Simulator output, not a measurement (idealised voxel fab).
process module | voxel spacer lines
cross-section cut | 200 nm wide | cells 5 nm
A cross-section is a grid of square cells, given in bands from the top down. A band is one or more rows of cells.
Each band's line starts with the height of the band's top and of its bottom, in nm. Then come its materials from left to right, each with its width in nm. One material with "throughout" fills the band from edge to edge. "air" is empty space.
Height 0 is the level under which the wafer as received is all one material. The lowest band goes on downwards, as in "0 down".
A width such as "30 to 40" changes by the same amount from each row of cells to the next, from the band's top row to its bottom row.
"no change" after a step means that no cell of the cross-section changed.
closed voids: empty space of 8 cells or more with no open way to the top, each as width x height at its distance from the left edge, in nm
after a step's settings: what the simulator itself notes on the step
overlay nm, on a step with a mask: how far to the right of its planned place the mask lay; to the left if negative
plan
1 op RECEIVE | material Si
2 op CONFORMAL_DEP | material Al2O3 | thk nm 5
3 op DIRECTIONAL_DEP | material SiN | thk nm 15
4 op DIRECTIONAL_DEP | material polySi | thk nm 30
5 op PATTERN | tone cover | mask id MANDREL | material resist | width nm 25 | pitch nm 70 | thk nm 40 | overlay nm 0
6 op DIRECTIONAL_ETCH | etch materials polySi | depth nm 30
7 op STRIP | etch materials resist
8 op CONFORMAL_DEP | material SiO2 | thk nm 10
9 op DIRECTIONAL_ETCH | etch materials SiO2 | depth nm 10
10 op STRIP | etch materials polySi
11 op DIRECTIONAL_ETCH | etch materials SiN | depth nm 15
12 op STRIP | etch materials SiO2
as received, after step 1
  0 down: Si throughout
  closed voids: none
first wafer at the end, as planned
  20 to 5: air 5 | SiN 10 | air 25 | SiN 10 | air 25 | SiN 10 | air 25 | SiN 10 | air 25 | SiN 10 | air 25 | SiN 10 | air 10
  5 to 0: Al2O3 throughout
  0 down: Si throughout
  closed voids: none
second wafer at the end: like start, like plan, one mistake
  15 to 0: air 5 | SiN 10 | air 25 | SiN 10 | air 25 | SiN 10 | air 25 | SiN 10 | air 25 | SiN 10 | air 25 | SiN 10 | air 10
  0 down: Si throughout
  closed voids: none
what went wrong: step 2 was left out
at the end the second wafer has, in cells: 40 fewer of Al2O3
